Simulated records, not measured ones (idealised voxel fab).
Proc. module: voxel self aligned contacts
For reference, the cross-section in this document is cut, with width 195 nm and square cells of 5 nm.
Throughout this document, each cross-section is represented as a grid of square cells and is presented as a sequence of bands enumerated from the top downward, where a band comprises one or more rows of cells. Look at the band entry: it leads with the top's height and the bottom's height in nm. Then it lists the materials left to right, with a width in nm for each. The word "edge to edge" on a single material says that material fills the band edge to edge. The word "air" is empty space. Basically, 0 is our baseline, since under it the wafer straight out of the box is all one material. The bottom band has no lower end and keeps on going down, so it looks like "from 0 down". Graded width ("30->40"): value in top row of band = first number; value in bottom row = second number; row-to-row change constant. You'll sometimes find "nothing different" written for a step, and that's the way of saying that nowhere in the cross-section did a cell change during that step. In the "Closed cavity list" entry, you get each enclosed empty space of 8 cells or more, one with no open way to the top, written width x height at distance, distance from the left edge, in nm. On a step's line, text after the settings is the simulator commenting on that step. overlay nm, on a step with a mask: how far to the right of its planned place the mask lay; to the left if negative.
The following list gives the planned process steps:
step 1: RECEIVE with material Si
step 2: OXIDIZE with depth nm 5
step 3: DIRECTIONAL_DEP with material polySi, thk nm 30
step 4: DIRECTIONAL_DEP with material SiN, thk nm 25
step 5: PATTERN with tone cover, mask id GATE, material resist, width nm 30, pitch nm 75, thk nm 15, overlay nm 0
step 6: DIRECTIONAL_ETCH with etch materials SiN, depth nm 25
step 7: DIRECTIONAL_ETCH with etch materials polySi, depth nm 30
step 8: STRIP with etch materials resist
step 9: CONFORMAL_DEP with material SiN, thk nm 10
step 10: DIRECTIONAL_ETCH with etch materials SiN, depth nm 10
step 11: FILL_DEP with material SiO2, thk nm 20
step 12: CMP with height nm 65
step 13: MASKED_ETCH with tone open, mask id CONTACT, width nm 55, etch materials SiO2, depth nm 70, overlay nm 0
step 14: CONFORMAL_DEP with material TiN, thk nm 5
step 15: FILL_DEP with material W, thk nm 5
step 16: CMP with height nm 65
step 17: CONFORMAL_DEP with material SiCN, thk nm 5
Step 1 complete: cross-section of the wafer as received:
from 0 down = Si edge to edge
Closed cavity list: none
A wafer at the end: this start, this plan, one mistake:
from 70 to 65 = SiCN edge to edge
from 65 to 55 = SiO2 (70)  TiN (5->20)  W (45->15)  TiN (5->20)  SiO2 (70)
from 55 to 35 = SiO2 (35)  SiN (50)  TiN (5)  W (15)  TiN (5)  SiN (50)  SiO2 (35)
from 35 to 30 = SiO2 (35)  SiN (50)  TiN (25)  SiN (50)  SiO2 (35)
from 30 to 0 = SiN edge to edge
from 0 to -5 = SiO2 edge to edge
from -5 down = Si edge to edge
Closed cavity list: none
Deviation from plan: step 3, actual vs plan mismatch, actual run DIRECTIONAL_DEP with material SiN, thk nm 30
